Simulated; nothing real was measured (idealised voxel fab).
Documented hereafter: the process module known as voxel tone inversion.
Displayed cross-section: cut, width of 230 nm, square cells sized 5 nm.
Cross-section layout: square cells on a grid; listed as bands, top to bottom; a band spans one or more cell rows. It is stipulated that each band's entry specify, in nanometres, the height of the top of the band and then that of its bottom, followed by the materials of the band in left-to-right sequence, each together with its width in nanometres. A single material marked by the word "all across" is understood to fill the band from edge to edge; the word "blank" is understood to denote empty space. Below 0: as-received wafer, all one material; heights counted from there. Lowest band: no bottom, goes on down, written "0 nm and below". Read "30->40" as a graded width: first number on top, second number at the bottom, same change between each pair of neighbouring rows. For the purposes of this document, the phrase "changes: none" attached to a step denotes that no cell within the cross-section was modified by that step. Voids not open to the top, 8 cells minimum: see "Entrapped void list". Written width x height at distance; distance is from the left edge; nm. Whatever follows a step's settings on its line is a remark the simulator itself makes about that step. overlay nm: mask offset rightward from planned place, masked step; negative means leftward offset.

These are the steps we planned for the process:
1 RECEIVE: material Si
2 CONFORMAL_DEP: material SiCN, thk nm 5
3 DIRECTIONAL_DEP: material polySi, thk nm 25
4 PATTERN: tone cover, mask id POSTS, material resist, width nm 25, pitch nm 50, thk nm 35, overlay nm 0
5 DIRECTIONAL_ETCH: etch materials polySi, depth nm 25
6 STRIP: etch materials resist
7 FILL_DEP: material lowk, thk nm 5
8 CMP: height nm 30
9 STRIP: etch materials polySi

The first of the two wafers, which ran as planned:

Wafer at receipt (post step 1), cross-section:
- 0 nm and below = Si all across
- Entrapped void list: none

Once step 2 is through, the wafer looks like this in cross-section:
- 5 nm to 0 nm = SiCN all across
- Lower than 0, everything is as it was.

Once step 3 is through, the wafer looks like this in cross-section:
- 30 nm to 5 nm = polySi all across
- Lower than 5, everything is as it was.

Once step 4 is through, the wafer looks like this in cross-section:
- 65 nm to 30 nm = blank 50 nm; resist 25 nm; blank 25 nm; resist 25 nm; blank 25 nm; resist 25 nm; blank 55 nm
- Lower than 30, everything is as it was.

Once step 5 is through, the wafer looks like this in cross-section:
- 65 nm to 30 nm = blank 50 nm; resist 25 nm; blank 25 nm; resist 25 nm; blank 25 nm; resist 25 nm; blank 55 nm
- 30 nm to 5 nm = blank 50 nm; polySi 25 nm; blank 25 nm; polySi 25 nm; blank 25 nm; polySi 25 nm; blank 55 nm
- Lower than 5, everything is as it was.

Once step 6 is through, the wafer looks like this in cross-section:
- 30 nm to 5 nm = blank 50 nm; polySi 25 nm; blank 25 nm; polySi 25 nm; blank 25 nm; polySi 25 nm; blank 55 nm
- Lower than 5, everything is as it was.

Once step 7 is through, the wafer looks like this in cross-section:
- 35 nm to 30 nm = lowk all across
- 30 nm to 5 nm = lowk 50 nm; polySi 25 nm; lowk 25 nm; polySi 25 nm; lowk 25 nm; polySi 25 nm; lowk 55 nm
- Lower than 5, everything is as it was.

Once step 8 is through, the wafer looks like this in cross-section:
- 30 nm to 5 nm = lowk 50 nm; polySi 25 nm; lowk 25 nm; polySi 25 nm; lowk 25 nm; polySi 25 nm; lowk 55 nm
- Lower than 5, everything is as it was.

Once step 9 is through, the wafer looks like this in cross-section:
- 30 nm to 5 nm = lowk 50 nm; blank 25 nm; lowk 25 nm; blank 25 nm; lowk 25 nm; blank 25 nm; lowk 55 nm
- Lower than 5, everything is as it was.

Regarding the second of the two wafers: it shared the first wafer's starting condition and process plan, yet one error occurred during its execution. Its history coincides with that of the first wafer up to and including step 8:

Cross-section of the second wafer corresponding to the planned conclusion of step 9:
- 30 nm to 5 nm = lowk 50 nm; blank 25 nm; lowk 25 nm; blank 25 nm; lowk 25 nm; blank 25 nm; lowk 55 nm
- Lower than 5, everything is as it was.
Short version of what went wrong: the plan's step 9 ran twice
The final cross-section is the same for the two wafers, so this model computes the same thing whether or not the mistake was made.
